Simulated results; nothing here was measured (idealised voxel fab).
The process module that follows is named voxel tone inversion.
In the cross-section labelled cut, the width is 195 nm and each square cell is 5 nm.
A cross-section is written here as square cells arranged in a grid, and it is given in bands from the top down, each band taking up one or more rows of cells.
It is stipulated that each band's entry specify, in nanometres, the height of the top of the band and then that of its bottom, followed by the materials of the band in left-to-right sequence, each together with its width in nanometres. A single material marked by the word "full width" is understood to fill the band from edge to edge; the word "blank" is understood to denote empty space.
Ref level 0: as-received wafer is one material below here. Bottom band extends down with no lower bound ("0 nm and below").
With a width like "30 to 40", each row of cells in the band differs from the next by the same amount, the top row carrying the first number and the bottom row the second.
Key: "no change" - step with no changed cell in the cross-section.
Sealed voids: empty space of 8 cells or more with no open way to the top, each as width x height at its distance from the left edge, in nm
Note: text after step settings on the step line = simulator remark on that step.
The optional step-line setting "overlay nm" applies to steps with a mask and quantifies how far to the right of its planned location the mask lay, a negative value indicating leftward placement.
The following list gives the planned process steps:
step 1: RECEIVE, material Si
step 2: CONFORMAL_DEP, material SiN, thk nm 10
step 3: DIRECTIONAL_DEP, material aC, thk nm 15
step 4: PATTERN, tone cover, mask id POSTS, material resist, width nm 20, pitch nm 45, thk nm 25, overlay nm 0
step 5: DIRECTIONAL_ETCH, etch materials aC, depth nm 15
step 6: STRIP, etch materials resist
step 7: FILL_DEP, material lowk, thk nm 5
step 8: CMP, height nm 25
step 9: STRIP, etch materials aC
Received-state cross-section, reflecting completion of step 1:
0 nm and below: Si full width
Sealed voids: none
Module complete, cross-section. Starting point and plan per above. One mistake made in running the module:
25 nm to 10 nm: 65 blank / 20 lowk / 25 blank / 20 lowk / 65 blank
10 nm to 0 nm: SiN full width
0 nm and below: Si full width
Sealed voids: none
What was the processing mistake? step 4 off recipe, ran as PATTERN, tone open, mask id POSTS, material resist, width nm 20, pitch nm 45, thk nm 25, overlay nm 0
